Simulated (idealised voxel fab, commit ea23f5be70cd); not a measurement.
The name of this process module is voxel quadruple lines.
165 nm wide, 5 nm square cells: that's cross-section cut.
Reading order for cross-sections: top band down to bottom band. Underlying form: a grid of square cells. Band size: one or more rows of cells. A band entry consists of two parts. The first gives the height of the band's top and the height of its bottom, in nm. The rest lists the band's materials from left to right, each with its width in nm. A single material labelled with the word "throughout" fills the band from edge to edge, and the word "empty" marks empty space. Note: height 0 marks the level under which the wafer is uniformly one material as received. Lowest band unbounded below, written "0 -> down". The expression "30..40" gives the width at the extremes of the band, the first number at its top row of cells and the second at its bottom row, with the width changing by equal amounts from each row to the next in between. Step note "nothing got changed" = no cross-section cell changed. "Unvented cavities" means: voids of 8 cells or more that are shut off from the top with no open way through. Written width x height at distance, distance from the left edge, in nm. What comes after the settings on a step's line is commentary from the simulator itself on that step. overlay nm: mask right of planned place by this much (step with mask). Neg. = left.
So here's the lineup of process steps we planned:
1. RECEIVE with material Si
2. CONFORMAL_DEP with material SiO2, thk nm 10
3. DIRECTIONAL_DEP with material Ru, thk nm 10
4. DIRECTIONAL_DEP with material polySi, thk nm 20
5. DIRECTIONAL_DEP with material aC, thk nm 25
6. PATTERN with tone cover, mask id MANDREL, material resist, width nm 25, thk nm 35, overlay nm -15
7. DIRECTIONAL_ETCH with etch materials aC, depth nm 25
8. STRIP with etch materials resist
9. CONFORMAL_DEP with material SiO2, thk nm 15
10. DIRECTIONAL_ETCH with etch materials SiO2, depth nm 15
11. STRIP with etch materials aC
12. DIRECTIONAL_ETCH with etch materials polySi, depth nm 20
13. STRIP with etch materials SiO2
14. CONFORMAL_DEP with material SiN, thk nm 5
15. DIRECTIONAL_ETCH with etch materials SiN, depth nm 5
16. STRIP with etch materials polySi
17. DIRECTIONAL_ETCH with etch materials Ru, depth nm 10
18. STRIP with etch materials SiN
19. FILL_DEP with material lowk, thk nm 10
20. CMP with height nm 20
The value of overlay nm given for step 6 in the plan refers to the first wafer; the wafers vary in this setting and are alike at the start.
First of several wafers (as received, post step 1), cross-sectional view:
0 -> down = Si throughout
Unvented cavities: none
End of the module, past its last step, step 20: how the first of several wafers looks in cross-section:
20 -> 10 = lowk=35 / Ru=5 / lowk=15 / Ru=5 / lowk=15 / Ru=5 / lowk=15 / Ru=5 / lowk=65
10 -> 0 = SiO2 throughout
0 -> down = Si throughout
Unvented cavities: none
Final wafer cross-section at module end:
20 -> 10 = lowk=65 / Ru=5 / lowk=15 / Ru=5 / lowk=15 / Ru=5 / lowk=15 / Ru=5 / lowk=35
10 -> 0 = SiO2 throughout
0 -> down = Si throughout
Unvented cavities: none
The following table contains a row per wafer, in which are reported, at the conclusion of the module, the cells of each material gained (+) or lost (-) since the wafer's receipt, with its closed voids given thereafter:
overlay nm -15, +8 Ru, +66 SiO2, +58 lowk, Unvented cavities: none
overlay nm -10, +8 Ru, +66 SiO2, +58 lowk, Unvented cavities: none
overlay nm -5, +8 Ru, +66 SiO2, +58 lowk, Unvented cavities: none
overlay nm 0, +8 Ru, +66 SiO2, +58 lowk, Unvented cavities: none
overlay nm 5, +8 Ru, +66 SiO2, +58 lowk, Unvented cavities: none
overlay nm 10, +8 Ru, +66 SiO2, +58 lowk, Unvented cavities: none
overlay nm 15, +8 Ru, +66 SiO2, +58 lowk, Unvented cavities: none
